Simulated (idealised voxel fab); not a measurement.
process module | voxel double patterning
cross-section cut | 265 nm wide | cells 5 nm
A cross-section is a grid of square cells, given in bands from the top down. A band is one or more rows of cells.
Each band's line starts with the height of the band's top and of its bottom, in nm. Then come its materials from left to right, each with its width in nm. One material with "throughout" fills the band from edge to edge. "air" is empty space.
Height 0 is the level under which the wafer as received is all one material. The lowest band goes on downwards, as in "0 down".
A width such as "30 to 40" changes by the same amount from each row of cells to the next, from the band's top row to its bottom row.
"no change" after a step means that no cell of the cross-section changed.
closed voids: empty space of 8 cells or more with no open way to the top, each as width x height at its distance from the left edge, in nm
after a step's settings: what the simulator itself notes on the step
overlay nm, on a step with a mask: how far to the right of its planned place the mask lay; to the left if negative
plan
1 op RECEIVE | material Si
2 op CONFORMAL_DEP | material SiO2 | thk nm 10
3 op DIRECTIONAL_DEP | material polySi | thk nm 10
4 op DIRECTIONAL_DEP | material SiCN | thk nm 5
5 op DIRECTIONAL_DEP | material aC | thk nm 15
6 op PATTERN | tone open | mask id FIRST | material resist | width nm 15 | pitch nm 50 | thk nm 30 | overlay nm 0
7 op DIRECTIONAL_ETCH | etch materials aC | depth nm 15
8 op STRIP | etch materials resist
9 op DIRECTIONAL_ETCH | etch materials SiCN | depth nm 5
10 op STRIP | etch materials aC
11 op PATTERN | tone open | mask id SECOND | material resist | width nm 15 | thk nm 15 | overlay nm 0
12 op DIRECTIONAL_ETCH | etch materials SiCN | depth nm 5
13 op STRIP | etch materials resist
14 op DIRECTIONAL_ETCH | etch materials polySi | depth nm 10
15 op STRIP | etch materials SiCN
varied across the wafers: width nm of step 11. The plan shows the first wafer's value. All wafers start alike
first wafer as received, after step 1
  0 down: Si throughout
  closed voids: none
each wafer at the end: cells of each material gained (+) or lost (-) since it was received, then its closed voids
width nm 15 | +106 SiO2 | +88 polySi | closed voids: none
width nm 20 | +106 SiO2 | +86 polySi | closed voids: none
width nm 25 | +106 SiO2 | +84 polySi | closed voids: none
width nm 30 | +106 SiO2 | +82 polySi | closed voids: none
